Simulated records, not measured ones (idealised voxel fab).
process module | voxel self aligned vias
cross-section cut | 185 nm wide | cells 5 nm
A cross-section is a grid of square cells, given in bands from the top down. A band is one or more rows of cells.
Each band's line starts with the height of the band's top and of its bottom, in nm. Then come its materials from left to right, each with its width in nm. One material with "throughout" fills the band from edge to edge. "air" is empty space.
Height 0 is the level under which the wafer as received is all one material. The lowest band goes on downwards, as in "0 down".
A width such as "30 to 40" changes by the same amount from each row of cells to the next, from the band's top row to its bottom row.
"no change" after a step means that no cell of the cross-section changed.
closed voids: empty space of 8 cells or more with no open way to the top, each as width x height at its distance from the left edge, in nm
after a step's settings: what the simulator itself notes on the step
overlay nm, on a step with a mask: how far to the right of its planned place the mask lay; to the left if negative
plan
1 op RECEIVE | material Si
2 op CONFORMAL_DEP | material SiO2 | thk nm 15
3 op CONFORMAL_DEP | material SiCN | thk nm 5
4 op DIRECTIONAL_DEP | material SiO2 | thk nm 20
5 op MASKED_ETCH | tone open | mask id LINES | width nm 25 | pitch nm 50 | etch materials SiO2 | depth nm 20 | overlay nm 0
6 op CONFORMAL_DEP | material TiN | thk nm 5
7 op FILL_DEP | material W | thk nm 10
8 op CMP | height nm 40
9 op SELECTIVE_ETCH | etch materials W Ru TiN | depth nm 5
10 op FILL_DEP | material SiN | thk nm 10
11 op CMP | height nm 40
12 op DIRECTIONAL_DEP | material SiO2 | thk nm 10
13 op MASKED_ETCH | tone open | mask id VIAS | width nm 35 | pitch nm 50 | etch materials SiO2 | depth nm 20 | overlay nm 0
14 op MASKED_ETCH | tone open | mask id VIAS | width nm 35 | pitch nm 50 | etch materials SiN | depth nm 5 | overlay nm 0
15 op CONFORMAL_DEP | material TiN | thk nm 5
16 op FILL_DEP | material Cu | thk nm 10
17 op CMP | height nm 60
18 op CONFORMAL_DEP | material SiCN | thk nm 5
varied across the wafers: thk nm of step 12. The plan shows the first wafer's value. All wafers start alike
first wafer as received, after step 1
  0 down: Si throughout
  closed voids: none
first wafer at the end, after step 18
  65 to 60: SiCN throughout
  60 to 55: Cu throughout
  55 to 50: TiN 30 | Cu 25 | TiN 25 | Cu 25 | TiN 25 | Cu 25 | TiN 30
  50 to 40: SiO2 25 | TiN 5 | Cu 25 | TiN 5 | SiO2 15 | TiN 5 | Cu 25 | TiN 5 | SiO2 15 | TiN 5 | Cu 25 | TiN 5 | SiO2 25
  40 to 35: SiO2 25 | TiN 35 | SiO2 15 | TiN 35 | SiO2 15 | TiN 35 | SiO2 25
  35 to 25: SiO2 25 to 30 | TiN 10 to 5 | W 15 | TiN 10 to 5 | SiO2 15 to 25 | TiN 10 to 5 | W 15 | TiN 10 to 5 | SiO2 15 to 25 | TiN 10 to 5 | W 15 | TiN 10 to 5 | SiO2 25 to 30
  25 to 20: SiO2 30 | TiN 25 | SiO2 25 | TiN 25 | SiO2 25 | TiN 25 | SiO2 30
  20 to 15: SiCN throughout
  15 to 0: SiO2 throughout
  0 down: Si throughout
  closed voids: none
last wafer at the end
  65 to 60: SiCN throughout
  60 to 55: SiO2 25 | TiN 35 | SiO2 15 | TiN 35 | SiO2 15 | TiN 35 | SiO2 25
  55 to 40: SiO2 throughout
  40 to 35: SiO2 30 | SiN 25 | SiO2 25 | SiN 25 | SiO2 25 | SiN 25 | SiO2 30
  35 to 25: SiO2 30 | TiN 5 | W 15 | TiN 5 | SiO2 25 | TiN 5 | W 15 | TiN 5 | SiO2 25 | TiN 5 | W 15 | TiN 5 | SiO2 30
  25 to 20: SiO2 30 | TiN 25 | SiO2 25 | TiN 25 | SiO2 25 | TiN 25 | SiO2 30
  20 to 15: SiCN throughout
  15 to 0: SiO2 throughout
  0 down: Si throughout
  closed voids: none
each wafer at the end: cells of each material gained (+) or lost (-) since it was received, then its closed voids
thk nm 10 | +82 Cu | +74 SiCN | +219 SiO2 | +88 TiN | +18 W | closed voids: none
thk nm 15 | +60 Cu | +74 SiCN | +241 SiO2 | +88 TiN | +18 W | closed voids: none
thk nm 20 | +54 Cu | +74 SiCN | +263 SiO2 | +72 TiN | +18 W | closed voids: none
thk nm 25 | +30 Cu | +74 SiCN | +15 SiN | +284 SiO2 | +60 TiN | +18 W | closed voids: none
thk nm 30 | +15 Cu | +74 SiCN | +15 SiN | +305 SiO2 | +54 TiN | +18 W | closed voids: none
thk nm 35 | +74 SiCN | +15 SiN | +326 SiO2 | +48 TiN | +18 W | closed voids: none
